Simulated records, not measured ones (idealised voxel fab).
process module | voxel air gaps
cross-section cut | 290 nm wide | cells 5 nm
A cross-section is a grid of square cells, given in bands from the top down. A band is one or more rows of cells.
Each band's line starts with the height of the band's top and of its bottom, in nm. Then come its materials from left to right, each with its width in nm. One material with "throughout" fills the band from edge to edge. "air" is empty space.
Height 0 is the level under which the wafer as received is all one material. The lowest band goes on downwards, as in "0 down".
A width such as "30 to 40" changes by the same amount from each row of cells to the next, from the band's top row to its bottom row.
"no change" after a step means that no cell of the cross-section changed.
closed voids: empty space of 8 cells or more with no open way to the top, each as width x height at its distance from the left edge, in nm
after a step's settings: what the simulator itself notes on the step
overlay nm, on a step with a mask: how far to the right of its planned place the mask lay; to the left if negative
plan
1 op RECEIVE | material Si
2 op CONFORMAL_DEP | material SiO2 | thk nm 15
3 op CONFORMAL_DEP | material SiN | thk nm 5
4 op DIRECTIONAL_DEP | material SiO2 | thk nm 30
5 op PATTERN | tone open | mask id LINES | material resist | width nm 25 | pitch nm 50 | thk nm 15 | overlay nm 0
6 op DIRECTIONAL_ETCH | etch materials SiO2 | depth nm 40
7 op STRIP | etch materials resist
8 op CONFORMAL_DEP | material TiN | thk nm 5
9 op FILL_DEP | material Ru | thk nm 5
10 op CMP | height nm 60
11 op EPI | material Ru | thk nm 10
12 op SELECTIVE_ETCH | etch materials SiO2 | depth nm 50
13 op CONFORMAL_DEP | material SiCN | thk nm 5
varied across the wafers: thk nm of step 4. The plan shows the first wafer's value. All wafers start alike
first wafer as received, after step 1
  0 down: Si throughout
  closed voids: none
first wafer at the end, after step 13
  75 to 70: SiCN throughout
  70 to 55: Ru throughout
  55 to 50: TiN 85 | Ru 15 | TiN 35 | Ru 15 | TiN 35 | Ru 15 | TiN 90
  50 to 25: SiO2 80 | TiN 5 | Ru 15 | TiN 5 | SiO2 25 | TiN 5 | Ru 15 | TiN 5 | SiO2 25 | TiN 5 | Ru 15 | TiN 5 | SiO2 85
  25 to 20: SiO2 80 | TiN 25 | SiO2 25 | TiN 25 | SiO2 25 | TiN 25 | SiO2 85
  20 to 15: SiN throughout
  15 to 0: SiO2 throughout
  0 down: Si throughout
  closed voids: none
last wafer at the end
  75 to 70: air 65 | SiCN 155 | air 70
  70 to 60: air 65 | SiCN 5 | Ru 45 | SiCN 5 | Ru 45 | SiCN 5 | Ru 45 | SiCN 5 | air 70
  60 to 55: air 65 | SiCN 15 | TiN 5 | Ru 15 | TiN 5 | SiCN 25 | TiN 5 | Ru 15 | TiN 5 | SiCN 25 | TiN 5 | Ru 15 | TiN 5 | SiCN 15 | air 70
  55 to 25: air 75 | SiCN 5 | TiN 5 | Ru 15 | TiN 5 | SiCN 5 | air 15 | SiCN 5 | TiN 5 | Ru 15 | TiN 5 | SiCN 5 | air 15 | SiCN 5 | TiN 5 | Ru 15 | TiN 5 | SiCN 5 | air 80
  25 to 20: SiCN 80 | TiN 25 | SiCN 25 | TiN 25 | SiCN 25 | TiN 25 | SiCN 85
  20 to 15: SiN throughout
  15 to 0: SiO2 throughout
  0 down: Si throughout
  closed voids: 15 x 30 at 110; 15 x 30 at 160
each wafer at the end: cells of each material gained (+) or lost (-) since it was received, then its closed voids
thk nm 30 | +228 Ru | +58 SiCN | +58 SiN | +432 SiO2 | +94 TiN | closed voids: none
thk nm 35 | +179 Ru | +58 SiCN | +58 SiN | +475 SiO2 | +100 TiN | closed voids: none
thk nm 40 | +117 Ru | +134 SiCN | +58 SiN | +174 SiO2 | +57 TiN | closed voids: 15 x 30 at 110; 15 x 30 at 160
